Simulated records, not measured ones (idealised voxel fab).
The process module that follows is named voxel self aligned vias.
For reference, the cross-section in this document is cut, with width 235 nm and square cells of 5 nm.
In what follows, cross-sections appear as grids of square cells, described through bands that run from the top down, where every band is one or more rows of cells. Band: top height; bottom height; in nm. Then, left to right: material with width in nm, for each material. "full width": a single material spanning edge to edge. "blank": empty space. All heights in this document are referenced to 0, defined as the level beneath which the wafer, as received, consists entirely of one material. The lowest band is not bounded below; it extends indefinitely downward and is written in the form "0 -> down". Read "30->40" as a graded width: first number on top, second number at the bottom, same change between each pair of neighbouring rows. "nothing altered", as given for a step, is the statement that not any cell of the cross-section underwent a change during that step. "Cavities, closed" lists enclosed empty spaces (at least 8 cells, no open path upward to the top), each as width x height at distance from the left edge, in nm. Text after the settings on a step's line: the simulator's own remark on that step. overlay nm: on a step with a mask, how far right of its planned place the mask lay; negative means left.
**The following list gives the planned process steps**
1,RECEIVE,material Si
2,CONFORMAL_DEP,material SiO2,thk nm 10
3,CONFORMAL_DEP,material SiCN,thk nm 5
4,DIRECTIONAL_DEP,material SiO2,thk nm 20
5,PATTERN,tone open,mask id LINES,material resist,width nm 20,pitch nm 60,thk nm 20,overlay nm 0
6,DIRECTIONAL_ETCH,etch materials SiO2,depth nm 20
7,STRIP,etch materials resist
8,CONFORMAL_DEP,material TiN,thk nm 5
9,FILL_DEP,material Ru,thk nm 5
10,CMP,height nm 35
11,SELECTIVE_ETCH,etch materials W Ru TiN,depth nm 10
12,FILL_DEP,material SiN,thk nm 5
13,CMP,height nm 35
14,DIRECTIONAL_DEP,material SiO2,thk nm 20
15,DIRECTIONAL_DEP,material aC,thk nm 15
16,PATTERN,tone open,mask id VIAS,material resist,width nm 30,thk nm 35,overlay nm -15
17,DIRECTIONAL_ETCH,etch materials aC,depth nm 15
18,STRIP,etch materials resist
19,DIRECTIONAL_ETCH,etch materials SiO2,depth nm 20
20,DIRECTIONAL_ETCH,etch materials SiN,depth nm 10
21,STRIP,etch materials aC
22,CONFORMAL_DEP,material TiN,thk nm 5
23,FILL_DEP,material Ru,thk nm 5
24,CMP,height nm 55
25,CONFORMAL_DEP,material SiN,thk nm 5
Wafer-to-wafer difference: overlay nm, step 16. Common start. Plan = first wafer's value.
**Step 1 complete: as-received cross-section of the first of several wafers**
* 0 -> down: Si full width
* Cavities, closed: none
**Depicted here is the first of several wafers in cross-section, at module completion following the last step, step 25**
* 60 -> 55: SiN full width
* 55 -> 40: 55 SiO2 / 5 TiN / 20 Ru / 5 TiN / 150 SiO2
* 40 -> 35: 55 SiO2 / 30 TiN / 150 SiO2
* 35 -> 25: 75 SiO2 / 10 TiN / 10 SiN / 40 SiO2 / 20 SiN / 80 SiO2
* 25 -> 20: 75 SiO2 / 5 TiN / 10 Ru / 5 TiN / 40 SiO2 / 5 TiN / 10 Ru / 5 TiN / 80 SiO2
* 20 -> 15: 75 SiO2 / 20 TiN / 40 SiO2 / 20 TiN / 80 SiO2
* 15 -> 10: SiCN full width
* 10 -> 0: SiO2 full width
* 0 -> down: Si full width
* Cavities, closed: none
**Cross-sectional depiction of the last of several wafers upon completion of the module**
* 60 -> 55: SiN full width
* 55 -> 40: 85 SiO2 / 5 TiN / 20 Ru / 5 TiN / 120 SiO2
* 40 -> 35: 85 SiO2 / 30 TiN / 120 SiO2
* 35 -> 25: 75 SiO2 / 10 SiN / 10 TiN / 40 SiO2 / 20 SiN / 80 SiO2
* 25 -> 20: 75 SiO2 / 5 TiN / 10 Ru / 5 TiN / 40 SiO2 / 5 TiN / 10 Ru / 5 TiN / 80 SiO2
* 20 -> 15: 75 SiO2 / 20 TiN / 40 SiO2 / 20 TiN / 80 SiO2
* 15 -> 10: SiCN full width
* 10 -> 0: SiO2 full width
* 0 -> down: Si full width
* Cavities, closed: none
**Here is how to read the rows: every wafer has a row, and it shows the wafer at the end of the module, giving for each material how many cells were gained (+) or lost (-) since the wafer was received, then listing its closed voids**
overlay nm -15; +16 Ru; +47 SiCN; +59 SiN; +414 SiO2; +28 TiN; Cavities, closed: none
overlay nm -10; +18 Ru; +47 SiCN; +57 SiN; +414 SiO2; +28 TiN; Cavities, closed: none
overlay nm -5; +20 Ru; +47 SiCN; +55 SiN; +414 SiO2; +28 TiN; Cavities, closed: none
overlay nm 0; +20 Ru; +47 SiCN; +55 SiN; +414 SiO2; +28 TiN; Cavities, closed: none
overlay nm 5; +20 Ru; +47 SiCN; +55 SiN; +414 SiO2; +28 TiN; Cavities, closed: none
overlay nm 10; +18 Ru; +47 SiCN; +57 SiN; +414 SiO2; +28 TiN; Cavities, closed: none
overlay nm 15; +16 Ru; +47 SiCN; +59 SiN; +414 SiO2; +28 TiN; Cavities, closed: none
